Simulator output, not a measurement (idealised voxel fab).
Process module heading - voxel gate over fins
The cross-section shown here is cut; it is 240 nm wide and divided into square cells measuring 5 nm on a side.
We lay out every cross-section as a grid of square cells and spell it out in bands from the top down, where one band means one or more rows of cells.
Top height, bottom height, nm. Materials left to right, width each, nm. Single material + "all across" = fills band edge to edge. "empty" = empty.
Height reference: 0 = level under which incoming wafer is all one material. Lowest band: no bottom, runs on downward, e.g. "0..down".
You'd read "30 to 40" like this: the band's top row of cells is as wide as the first number, its bottom row is as wide as the second, and going down, every row changes width by the same amount as the row before did.
"nothing was modified" for a step: no cell of the cross-section changed in that step.
"Enclosed void catalog" specifies each empty space that is not open to the top and that occupies no fewer than 8 cells, using the form width x height at distance, the distance measured from the left edge and all three quantities in nm.
Post-settings text on a step line: simulator's own remark regarding the step.
"overlay nm" answers the question of how far to the right of plan the mask lay on a step that has a mask, and when it is negative the answer is to the left.
List of planned process steps
1. RECEIVE,material Si
2. CONFORMAL_DEP,material SiN,thk nm 5
3. PATTERN,tone cover,mask id FINS,material resist,width nm 15,pitch nm 55,thk nm 20,overlay nm 0
4. DIRECTIONAL_ETCH,etch materials SiN,depth nm 5
5. DIRECTIONAL_ETCH,etch materials Si,depth nm 40
6. STRIP,etch materials resist
7. FILL_DEP,material SiO2,thk nm 5
8. CMP,height nm 5
9. MASKED_ETCH,tone open,mask id RAIL,width nm 15,etch materials SiO2,depth nm 40,overlay nm 0
10. CONFORMAL_DEP,material TiN,thk nm 5
11. FILL_DEP,material W,thk nm 10
12. CMP,height nm 5
13. SELECTIVE_ETCH,etch materials W Ru TiN,depth nm 25
14. FILL_DEP,material SiO2,thk nm 5
15. CMP,height nm 5
16. SELECTIVE_ETCH,etch materials SiO2,depth nm 20
17. STRIP,etch materials SiN
18. CONFORMAL_DEP,material HfO2,thk nm 5
19. CONFORMAL_DEP,material TiN,thk nm 5
20. CONFORMAL_DEP,material TiAl,thk nm 5
21. CONFORMAL_DEP,material TiN,thk nm 5
22. FILL_DEP,material W,thk nm 15
23. CMP,height nm 30
24. CONFORMAL_DEP,material SiCN,thk nm 5
Quick note for whoever runs this: the wafers start identical, but the width nm at step 9 isn't the same across them. The plan just shows what the first wafer had.
As received, i.e. after step 1: cross-section through the first of several wafers
	0..down = Si all across
	Enclosed void catalog: none
Heads up, this table goes wafer by wafer. A row tells you, at the end of the module, how many cells of each material that wafer has put on (+) or dropped (-) since it was received, and then its closed voids
width nm 15; +66 HfO2; -312 Si; +48 SiCN; +186 SiO2; +66 TiAl; +139 TiN; +143 W; Enclosed void catalog: none
width nm 20; +66 HfO2; -312 Si; +48 SiCN; +183 SiO2; +66 TiAl; +140 TiN; +145 W; Enclosed void catalog: none
width nm 25; +66 HfO2; -312 Si; +48 SiCN; +180 SiO2; +66 TiAl; +141 TiN; +147 W; Enclosed void catalog: none
width nm 30; +66 HfO2; -312 Si; +48 SiCN; +177 SiO2; +66 TiAl; +142 TiN; +149 W; Enclosed void catalog: none
